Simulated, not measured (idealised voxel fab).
process module | voxel fin reveal
cross-section cut | 200 nm wide | cells 5 nm
A cross-section is a grid of square cells, given in bands from the top down. A band is one or more rows of cells.
Each band's line starts with the height of the band's top and of its bottom, in nm. Then come its materials from left to right, each with its width in nm. One material with "throughout" fills the band from edge to edge. "air" is empty space.
Height 0 is the level under which the wafer as received is all one material. The lowest band goes on downwards, as in "0 down".
A width such as "30 to 40" changes by the same amount from each row of cells to the next, from the band's top row to its bottom row.
"no change" after a step means that no cell of the cross-section changed.
closed voids: empty space of 8 cells or more with no open way to the top, each as width x height at its distance from the left edge, in nm
after a step's settings: what the simulator itself notes on the step
overlay nm, on a step with a mask: how far to the right of its planned place the mask lay; to the left if negative
plan
1 op RECEIVE | material Si
2 op CONFORMAL_DEP | material SiN | thk nm 10
3 op MASKED_ETCH | tone cover | mask id FINS | width nm 15 | pitch nm 35 | etch materials SiN | depth nm 10 | overlay nm 0
4 op MASKED_ETCH | tone cover | mask id FINS | width nm 15 | pitch nm 35 | etch materials Si | depth nm 35 | overlay nm 0
5 op OXIDIZE | depth nm 5
6 op FILL_DEP | material SiO2 | thk nm 10
7 op CMP | height nm 10
8 op SELECTIVE_ETCH | etch materials SiO2 | depth nm 35
9 op STRIP | etch materials SiN
10 op CONFORMAL_DEP | material HfO2 | thk nm 5
first wafer, as planned
as received, after step 1
  0 down: Si throughout
  closed voids: none
after step 2
  10 to 0: SiN throughout
  below 0: unchanged
after step 3
  10 to 0: air 40 | SiN 15 | air 20 | SiN 15 | air 20 | SiN 15 | air 20 | SiN 15 | air 40
  below 0: unchanged
after step 4
  10 to 0: air 40 | SiN 15 | air 20 | SiN 15 | air 20 | SiN 15 | air 20 | SiN 15 | air 40
  0 to -35: air 40 | Si 15 | air 20 | Si 15 | air 20 | Si 15 | air 20 | Si 15 | air 40
  below -35: unchanged
after step 5
  10 to 0: air 40 | SiN 15 | air 20 | SiN 15 | air 20 | SiN 15 | air 20 | SiN 15 | air 40
  0 to -35: air 40 | SiO2 5 | Si 5 | SiO2 5 | air 20 | SiO2 5 | Si 5 | SiO2 5 | air 20 | SiO2 5 | Si 5 | SiO2 5 | air 20 | SiO2 5 | Si 5 | SiO2 5 | air 40
  -35 to -40: SiO2 45 | Si 5 | SiO2 30 | Si 5 | SiO2 30 | Si 5 | SiO2 30 | Si 5 | SiO2 45
  below -40: unchanged
after step 6
  20 to 10: SiO2 throughout
  10 to 0: SiO2 40 | SiN 15 | SiO2 20 | SiN 15 | SiO2 20 | SiN 15 | SiO2 20 | SiN 15 | SiO2 40
  0 to -40: SiO2 45 | Si 5 | SiO2 30 | Si 5 | SiO2 30 | Si 5 | SiO2 30 | Si 5 | SiO2 45
  below -40: unchanged
after step 7
  10 to 0: SiO2 40 | SiN 15 | SiO2 20 | SiN 15 | SiO2 20 | SiN 15 | SiO2 20 | SiN 15 | SiO2 40
  below 0: unchanged
after step 8
  10 to 0: air 40 | SiN 15 | air 20 | SiN 15 | air 20 | SiN 15 | air 20 | SiN 15 | air 40
  0 to -25: air 45 | Si 5 | air 30 | Si 5 | air 30 | Si 5 | air 30 | Si 5 | air 45
  below -25: unchanged
after step 9
  0 to -25: air 45 | Si 5 | air 30 | Si 5 | air 30 | Si 5 | air 30 | Si 5 | air 45
  below -25: unchanged
after step 10
  5 to 0: air 40 | HfO2 15 | air 20 | HfO2 15 | air 20 | HfO2 15 | air 20 | HfO2 15 | air 40
  0 to -20: air 40 | HfO2 5 | Si 5 | HfO2 5 | air 20 | HfO2 5 | Si 5 | HfO2 5 | air 20 | HfO2 5 | Si 5 | HfO2 5 | air 20 | HfO2 5 | Si 5 | HfO2 5 | air 40
  -20 to -25: HfO2 45 | Si 5 | HfO2 30 | Si 5 | HfO2 30 | Si 5 | HfO2 30 | Si 5 | HfO2 45
  below -25: unchanged
second wafer: like start, like plan, one mistake. Through step 3 it matches the first wafer
when step 4 should have ended
  10 to 0: air 40 | SiN 15 | air 20 | SiN 15 | air 20 | SiN 15 | air 20 | SiN 15 | air 40
  0 to -30: air 40 | Si 15 | air 20 | Si 15 | air 20 | Si 15 | air 20 | Si 15 | air 40
  below -30: unchanged
when step 5 should have ended
  10 to 0: air 40 | SiN 15 | air 20 | SiN 15 | air 20 | SiN 15 | air 20 | SiN 15 | air 40
  0 to -30: air 40 | SiO2 5 | Si 5 | SiO2 5 | air 20 | SiO2 5 | Si 5 | SiO2 5 | air 20 | SiO2 5 | Si 5 | SiO2 5 | air 20 | SiO2 5 | Si 5 | SiO2 5 | air 40
  -30 to -35: SiO2 45 | Si 5 | SiO2 30 | Si 5 | SiO2 30 | Si 5 | SiO2 30 | Si 5 | SiO2 45
  below -35: unchanged
when step 6 should have ended
  20 to 10: SiO2 throughout
  10 to 0: SiO2 40 | SiN 15 | SiO2 20 | SiN 15 | SiO2 20 | SiN 15 | SiO2 20 | SiN 15 | SiO2 40
  0 to -35: SiO2 45 | Si 5 | SiO2 30 | Si 5 | SiO2 30 | Si 5 | SiO2 30 | Si 5 | SiO2 45
  below -35: unchanged
when step 7 should have ended
  10 to 0: SiO2 40 | SiN 15 | SiO2 20 | SiN 15 | SiO2 20 | SiN 15 | SiO2 20 | SiN 15 | SiO2 40
  below 0: unchanged
when step 8 should have ended
  10 to 0: air 40 | SiN 15 | air 20 | SiN 15 | air 20 | SiN 15 | air 20 | SiN 15 | air 40
  0 to -25: air 45 | Si 5 | air 30 | Si 5 | air 30 | Si 5 | air 30 | Si 5 | air 45
  below -25: unchanged
when step 9 should have ended
  0 to -25: air 45 | Si 5 | air 30 | Si 5 | air 30 | Si 5 | air 30 | Si 5 | air 45
  below -25: unchanged
when step 10 should have ended
  5 to 0: air 40 | HfO2 15 | air 20 | HfO2 15 | air 20 | HfO2 15 | air 20 | HfO2 15 | air 40
  0 to -20: air 40 | HfO2 5 | Si 5 | HfO2 5 | air 20 | HfO2 5 | Si 5 | HfO2 5 | air 20 | HfO2 5 | Si 5 | HfO2 5 | air 20 | HfO2 5 | Si 5 | HfO2 5 | air 40
  -20 to -25: HfO2 45 | Si 5 | HfO2 30 | Si 5 | HfO2 30 | Si 5 | HfO2 30 | Si 5 | HfO2 45
  below -25: unchanged
what went wrong: step 4 ran as: op MASKED_ETCH | tone cover | mask id FINS | width nm 15 | pitch nm 35 | etch materials Si | depth nm 30 | overlay nm 0
at the end the second wafer has, in cells: 36 more of Si | 36 fewer of SiO2
